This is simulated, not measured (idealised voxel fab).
This section sets out a process module, namely voxel ribs on slabs.
Displayed cross-section: cut, width of 270 nm, square cells sized 5 nm.
If you're reading a cross-section in this doc, picture square cells in a grid; it comes to you as bands, top ones listed first down to the bottom, and a band can be one or more rows of cells. The entry gives the band's vertical extent as a top height and a bottom height in nm, then its horizontal make-up as materials from left to right, each with a width in nm. "air" stands for empty space; a single material marked "all across" fills the band edge to edge. The level at which height equals 0 is the one under which the wafer, as it arrives, is entirely one material. No lower edge exists for the bottom band, which continues downward and is notated as in "0 down". It should be noted that a width expressed as "30->40" varies in equal increments from row to row of cells within the band, taking the value of the first number at the top row and that of the second number at the bottom row. Reading "same as before" for a step: not a cell of the cross-section changed in it. "Enclosed void inventory": empty spaces of 8 cells or more with no open way to the top, each given as width x height at distance, distance from the left edge, all in nm. Note: text after step settings on the step line = simulator remark on that step. What "overlay nm" on a step's line means: if the step has a mask, that mask lay this far to the right of its planned place, or, when the value is negative, to the left.
### Listed below are the process steps as planned
1,op RECEIVE | material Si
2,op DIRECTIONAL_DEP | material SiO2 | thk nm 30
3,op DIRECTIONAL_DEP | material SiN | thk nm 20
4,op DIRECTIONAL_DEP | material aC | thk nm 10
5,op PATTERN | tone cover | mask id RIB | material resist | width nm 15 | thk nm 30 | overlay nm 0
6,op DIRECTIONAL_ETCH | etch materials aC | depth nm 10
7,op STRIP | etch materials resist
8,op DIRECTIONAL_ETCH | etch materials SiN | depth nm 15
9,op STRIP | etch materials aC
10,op MASKED_ETCH | tone cover | mask id SLAB | width nm 75 | etch materials SiN | depth nm 5 | overlay nm 0
11,op FILL_DEP | material SiO2 | thk nm 25
12,op CMP | height nm 70
13,op DIRECTIONAL_DEP | material W | thk nm 5
14,op MASKED_ETCH | tone cover | mask id HEATER | width nm 25 | etch materials W | depth nm 5 | overlay nm 0
15,op CONFORMAL_DEP | material SiO2 | thk nm 5
### As received (post step 1): cross-section
* 0 down  Si all across
* Enclosed void inventory: none
### Starting wafer: above. Plan: above. Run: one mistake. Cross-section after the module: below
* 80 to 75  115 nm air / 40 nm SiO2 / 115 nm air
* 75 to 70  120 nm SiO2 / 30 nm W / 120 nm SiO2
* 70 to 50  SiO2 all across
* 50 to 35  125 nm SiO2 / 15 nm SiN / 130 nm SiO2
* 35 to 30  95 nm SiO2 / 75 nm SiN / 100 nm SiO2
* 30 to 0  SiO2 all across
* 0 down  Si all across
* Enclosed void inventory: none
Finding, execution versus plan: it should be noted that step 14 was executed with settings other than those planned, the operation and settings actually applied being op MASKED_ETCH | tone cover | mask id HEATER | width nm 30 | etch materials W | depth nm 5 | overlay nm 0
